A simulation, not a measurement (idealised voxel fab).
process module | voxel trench capacitor
cross-section cut | 275 nm wide | cells 5 nm
A cross-section is a grid of square cells, given in bands from the top down. A band is one or more rows of cells.
Each band's line starts with the height of the band's top and of its bottom, in nm. Then come its materials from left to right, each with its width in nm. One material with "throughout" fills the band from edge to edge. "air" is empty space.
Height 0 is the level under which the wafer as received is all one material. The lowest band goes on downwards, as in "0 down".
A width such as "30 to 40" changes by the same amount from each row of cells to the next, from the band's top row to its bottom row.
"no change" after a step means that no cell of the cross-section changed.
closed voids: empty space of 8 cells or more with no open way to the top, each as width x height at its distance from the left edge, in nm
after a step's settings: what the simulator itself notes on the step
overlay nm, on a step with a mask: how far to the right of its planned place the mask lay; to the left if negative
plan
1 op RECEIVE | material Si
2 op CONFORMAL_DEP | material SiN | thk nm 5
3 op PATTERN | tone open | mask id TRENCH | material resist | width nm 30 | pitch nm 50 | thk nm 15 | overlay nm -15
4 op DIRECTIONAL_ETCH | etch materials SiN | depth nm 5
5 op DIRECTIONAL_ETCH | etch materials Si | depth nm 25
6 op STRIP | etch materials resist
7 op CONFORMAL_DEP | material HfO2 | thk nm 5
8 op CONFORMAL_DEP | material TiN | thk nm 5
9 op FILL_DEP | material W | thk nm 10
10 op CMP | height nm 5
varied across the wafers: overlay nm of step 3. The plan shows the first wafer's value. All wafers start alike
first wafer as received, after step 1
  0 down: Si throughout
  closed voids: none
first wafer at the end, after step 10
  5 to 0: SiN 80 | HfO2 5 | TiN 5 | W 10 | TiN 5 | HfO2 5 | SiN 20 | HfO2 5 | TiN 5 | W 10 | TiN 5 | HfO2 5 | SiN 115
  0 to -15: Si 80 | HfO2 5 | TiN 5 | W 10 | TiN 5 | HfO2 5 | Si 20 | HfO2 5 | TiN 5 | W 10 | TiN 5 | HfO2 5 | Si 115
  -15 to -20: Si 80 | HfO2 5 | TiN 20 | HfO2 5 | Si 20 | HfO2 5 | TiN 20 | HfO2 5 | Si 115
  -20 to -25: Si 80 | HfO2 30 | Si 20 | HfO2 30 | Si 115
  -25 down: Si throughout
  closed voids: none
last wafer at the end
  5 to 0: SiN 110 | HfO2 5 | TiN 5 | W 10 | TiN 5 | HfO2 5 | SiN 20 | HfO2 5 | TiN 5 | W 10 | TiN 5 | HfO2 5 | SiN 85
  0 to -15: Si 110 | HfO2 5 | TiN 5 | W 10 | TiN 5 | HfO2 5 | Si 20 | HfO2 5 | TiN 5 | W 10 | TiN 5 | HfO2 5 | Si 85
  -15 to -20: Si 110 | HfO2 5 | TiN 20 | HfO2 5 | Si 20 | HfO2 5 | TiN 20 | HfO2 5 | Si 85
  -20 to -25: Si 110 | HfO2 30 | Si 20 | HfO2 30 | Si 85
  -25 down: Si throughout
  closed voids: none
each wafer at the end: cells of each material gained (+) or lost (-) since it was received, then its closed voids
overlay nm -15 | +32 HfO2 | -60 Si | +43 SiN | +24 TiN | +16 W | closed voids: none
overlay nm -10 | +32 HfO2 | -60 Si | +43 SiN | +24 TiN | +16 W | closed voids: none
overlay nm -5 | +32 HfO2 | -60 Si | +43 SiN | +24 TiN | +16 W | closed voids: none
overlay nm 0 | +32 HfO2 | -60 Si | +43 SiN | +24 TiN | +16 W | closed voids: none
overlay nm 5 | +32 HfO2 | -60 Si | +43 SiN | +24 TiN | +16 W | closed voids: none
overlay nm 10 | +32 HfO2 | -60 Si | +43 SiN | +24 TiN | +16 W | closed voids: none
overlay nm 15 | +32 HfO2 | -60 Si | +43 SiN | +24 TiN | +16 W | closed voids: none
